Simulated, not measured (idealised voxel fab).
This is a process module. Its name is voxel capacitor over wiring.
Square cell edge 5 nm, section width 200 nm, ID cut.
Cross-section, as written here: a square-cell grid given band by band from the top down, where a band holds one or more rows of cells. A band entry consists of two parts. The first gives the height of the band's top and the height of its bottom, in nm. The rest lists the band's materials from left to right, each with its width in nm. A single material labelled with the word "throughout" fills the band from edge to edge, and the word "blank" marks empty space. It should be noted that heights are counted from 0, beneath which the wafer as supplied is of one material throughout, and that the lowest band possesses no lower boundary but continues downward, as written in "0 and below". Width: "30->40" (first number = top row, second number = bottom row, same change from row to row of cells). "no alteration" means the step left every cell of the cross-section as it was. What "Sealed internal cavities" gives you is every empty space of 8 cells or more that is cut off from the top. Each appears as width x height at distance, with the distance taken from the left edge and width, height and distance all in nm. Where a step's line continues beyond its settings, the continuation is a remark by the simulator itself on that step. Each step line may optionally specify "overlay nm", which for a step with a mask gives the rightward distance between the mask's planned place and where it lay, a negative value indicating the leftward direction.

The planned process steps are enumerated hereunder
step 1: RECEIVE (material Si)
step 2: CONFORMAL_DEP (material SiO2; thk nm 15)
step 3: CONFORMAL_DEP (material SiCN; thk nm 5)
step 4: DIRECTIONAL_DEP (material SiO2; thk nm 20)
step 5: DIRECTIONAL_DEP (material aC; thk nm 15)
step 6: PATTERN (tone open; mask id METAL_1; material resist; width nm 25; pitch nm 90; thk nm 35; overlay nm 0)
step 7: DIRECTIONAL_ETCH (etch materials aC; depth nm 15)
step 8: STRIP (etch materials resist)
step 9: DIRECTIONAL_ETCH (etch materials SiO2; depth nm 20)
step 10: DIRECTIONAL_ETCH (etch materials SiCN; depth nm 5)
step 11: STRIP (etch materials aC)
step 12: CONFORMAL_DEP (material TiN; thk nm 5)
step 13: FILL_DEP (material Cu; thk nm 10)
step 14: CMP (height nm 40)
step 15: EPI (material Ru; thk nm 5)
step 16: FILL_DEP (material SiCN; thk nm 5)
step 17: DIRECTIONAL_DEP (material lowk; thk nm 10)
step 18: PATTERN (tone open; mask id PLUG_1; material resist; width nm 15; thk nm 20; overlay nm 0)
step 19: DIRECTIONAL_ETCH (etch materials lowk; depth nm 10)
step 20: DIRECTIONAL_ETCH (etch materials SiCN; depth nm 5)
step 21: STRIP (etch materials resist)
step 22: EPI (material Ru; thk nm 10)
step 23: EPI (material Ru; thk nm 5)
step 24: DIRECTIONAL_DEP (material TiN; thk nm 10)
step 25: DIRECTIONAL_DEP (material HfO2; thk nm 5)
step 26: DIRECTIONAL_DEP (material TiN; thk nm 5)
step 27: DIRECTIONAL_DEP (material aC; thk nm 10)
step 28: PATTERN (tone cover; mask id UPPER_PLATE; material resist; width nm 70; thk nm 25; overlay nm 0)
step 29: DIRECTIONAL_ETCH (etch materials aC; depth nm 10)
step 30: STRIP (etch materials resist)
step 31: DIRECTIONAL_ETCH (etch materials TiN; depth nm 5)
step 32: DIRECTIONAL_ETCH (etch materials HfO2; depth nm 5)
step 33: STRIP (etch materials aC)
step 34: PATTERN (tone cover; mask id LOWER_PLATE; material resist; width nm 80; thk nm 15; overlay nm 0)
step 35: DIRECTIONAL_ETCH (etch materials TiN; depth nm 10)
step 36: STRIP (etch materials resist)
step 37: FILL_DEP (material SiO2; thk nm 20)
step 38: CMP (height nm 95)
step 39: DIRECTIONAL_DEP (material aC; thk nm 15)
step 40: PATTERN (tone open; mask id PLUG_2; material resist; width nm 15; thk nm 30; overlay nm 0)
step 41: DIRECTIONAL_ETCH (etch materials aC; depth nm 15)
step 42: STRIP (etch materials resist)
step 43: DIRECTIONAL_ETCH (etch materials SiO2; depth nm 15)
step 44: STRIP (etch materials aC)
step 45: CONFORMAL_DEP (material TiN; thk nm 5)
step 46: FILL_DEP (material Ru; thk nm 5)
step 47: CMP (height nm 95)
step 48: CONFORMAL_DEP (material SiCN; thk nm 5)

Cross-section, incoming material, after step 1
    0 and below  Si throughout
    Sealed internal cavities: none

Cross-section: first of two wafers, module finished, run according to plan
    100 down to 95  SiCN throughout
    95 down to 85  60 nm SiO2; 5 nm TiN; 5 nm Ru; 5 nm TiN; 125 nm SiO2
    85 down to 75  60->50 nm SiO2; 15->70 nm TiN; 125->80 nm SiO2
    75 down to 70  50 nm SiO2; 70 nm HfO2; 80 nm SiO2
    70 down to 60  45 nm SiO2; 80 nm TiN; 75 nm SiO2
    60 down to 50  50 nm lowk; 15 nm Ru; 135 nm lowk
    50 down to 45  50 nm SiCN; 15 nm Ru; 135 nm SiCN
    45 down to 40  35 nm SiCN; 35 nm Ru; 55 nm SiCN; 35 nm Ru; 40 nm SiCN
    40 down to 20  40 nm SiO2; 5 nm TiN; 15 nm Cu; 5 nm TiN; 65 nm SiO2; 5 nm TiN; 15 nm Cu; 5 nm TiN; 45 nm SiO2
    20 down to 15  40 nm SiCN; 25 nm TiN; 65 nm SiCN; 25 nm TiN; 45 nm SiCN
    15 down to 0  SiO2 throughout
    0 and below  Si throughout
    Sealed internal cavities: none

Cross-sectional view: second of two wafers, end of module; start and plan identical to the first, one mistake in running
    100 down to 95  SiCN throughout
    95 down to 85  60->50 nm SiO2; 15->25 nm TiN; 125 nm SiO2
    85 down to 80  50 nm SiO2; 25 nm HfO2; 125 nm SiO2
    80 down to 75  45 nm SiO2; 75 nm TiN; 80 nm SiO2
    75 down to 70  45 nm SiO2; 30 nm TiN; 45 nm HfO2; 80 nm SiO2
    70 down to 60  40 nm SiO2; 35 nm Ru; 50 nm TiN; 75 nm SiO2
    60 down to 50  50 nm lowk; 15 nm Ru; 135 nm lowk
    50 down to 45  50 nm SiCN; 15 nm Ru; 135 nm SiCN
    45 down to 40  35 nm SiCN; 35 nm Ru; 55 nm SiCN; 35 nm Ru; 40 nm SiCN
    40 down to 20  40 nm SiO2; 5 nm TiN; 15 nm Cu; 5 nm TiN; 65 nm SiO2; 5 nm TiN; 15 nm Cu; 5 nm TiN; 45 nm SiO2
    20 down to 15  40 nm SiCN; 25 nm TiN; 65 nm SiCN; 25 nm TiN; 45 nm SiCN
    15 down to 0  SiO2 throughout
    0 and below  Si throughout
    Sealed internal cavities: none
what went wrong: heads up, step 22 of the plan got done twice
Per the end-of-run cell counts, the second wafer holds more or fewer of some materials than the first: Ru: 12 more; SiO2: 8 fewer; TiN: 4 fewer
